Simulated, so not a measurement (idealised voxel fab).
The process module that follows is named voxel double patterning.
This is section cut - it's 175 nm across, gridded in 5 nm square cells.
If you're reading a cross-section in this doc, picture square cells in a grid; it comes to you as bands, top ones listed first down to the bottom, and a band can be one or more rows of cells.
Quick guide to a band line: top height, bottom height (nm) up front; then every material left to right with its width in nm. Only one material and it's marked "full width"? Then it fills the band edge to edge. And "empty" just means empty space.
Heads up on the height convention: 0 is the point under which the incoming wafer is all one material, and the lowest band has no bottom, it just keeps going down, like "0 nm and below".
A two-number width, for instance "30->40", indicates that the width is equal to the first number in the top row of the band and to the second number in the bottom row, and that it changes by a constant amount per row of cells.
Step note "nothing got changed" = no cross-section cell changed.
For the entry "Enclosed void list", the listed items are empty spaces with no open way to the top whose size is 8 cells or more; each item follows the pattern width x height at distance, where distance is from the left edge and all three are in nm.
Past the settings on a step's line: simulator remark, on that step.
Steps that use a mask can have "overlay nm" on their line. It says how far the mask sat to the right of where it was meant to be. Negative means to the left.

**These are the steps we planned for the process**
- 1: RECEIVE [material Si]
- 2: CONFORMAL_DEP [material SiN] [thk nm 10]
- 3: DIRECTIONAL_DEP [material SiO2] [thk nm 15]
- 4: DIRECTIONAL_DEP [material SiCN] [thk nm 10]
- 5: DIRECTIONAL_DEP [material aC] [thk nm 10]
- 6: PATTERN [tone open] [mask id FIRST] [material resist] [width nm 15] [pitch nm 50] [thk nm 30] [overlay nm 0]
- 7: DIRECTIONAL_ETCH [etch materials aC] [depth nm 10]
- 8: STRIP [etch materials resist]
- 9: DIRECTIONAL_ETCH [etch materials SiCN] [depth nm 10]
- 10: STRIP [etch materials aC]
- 11: MASKED_ETCH [tone open] [mask id SECOND] [width nm 15] [pitch nm 50] [etch materials SiCN] [depth nm 10] [overlay nm 0]
- 12: DIRECTIONAL_ETCH [etch materials SiO2] [depth nm 15]
- 13: STRIP [etch materials SiCN]

**Delivered wafer in cross-section: state after step 1**
0 nm and below  Si full width
Enclosed void list: none

**Cross-section: first of two wafers, module finished, run according to plan**
25 nm to 10 nm  30 SiO2 | 15 empty | 10 SiO2 | 15 empty | 10 SiO2 | 15 empty | 10 SiO2 | 15 empty | 10 SiO2 | 15 empty | 30 SiO2
10 nm to 0 nm  SiN full width
0 nm and below  Si full width
Enclosed void list: none

**Same start, same plan as the first wafer - but one mistake in the run. Cross-section of the second of the two at the end of the module**
25 nm to 10 nm  30 SiO2 | 15 empty | 5 SiO2 | 25 empty | 5 SiO2 | 15 empty | 5 SiO2 | 25 empty | 5 SiO2 | 15 empty | 30 SiO2
10 nm to 0 nm  SiN full width
0 nm and below  Si full width
Enclosed void list: none
So what did we get wrong on this run? not per plan at step 11, really ran MASKED_ETCH [tone open] [mask id SECOND] [width nm 25] [pitch nm 50] [etch materials SiCN] [depth nm 10] [overlay nm 0]
In the final state, the cell counts of the second wafer exceed or fall short of those of the first for the following materials: SiO2: 12 fewer
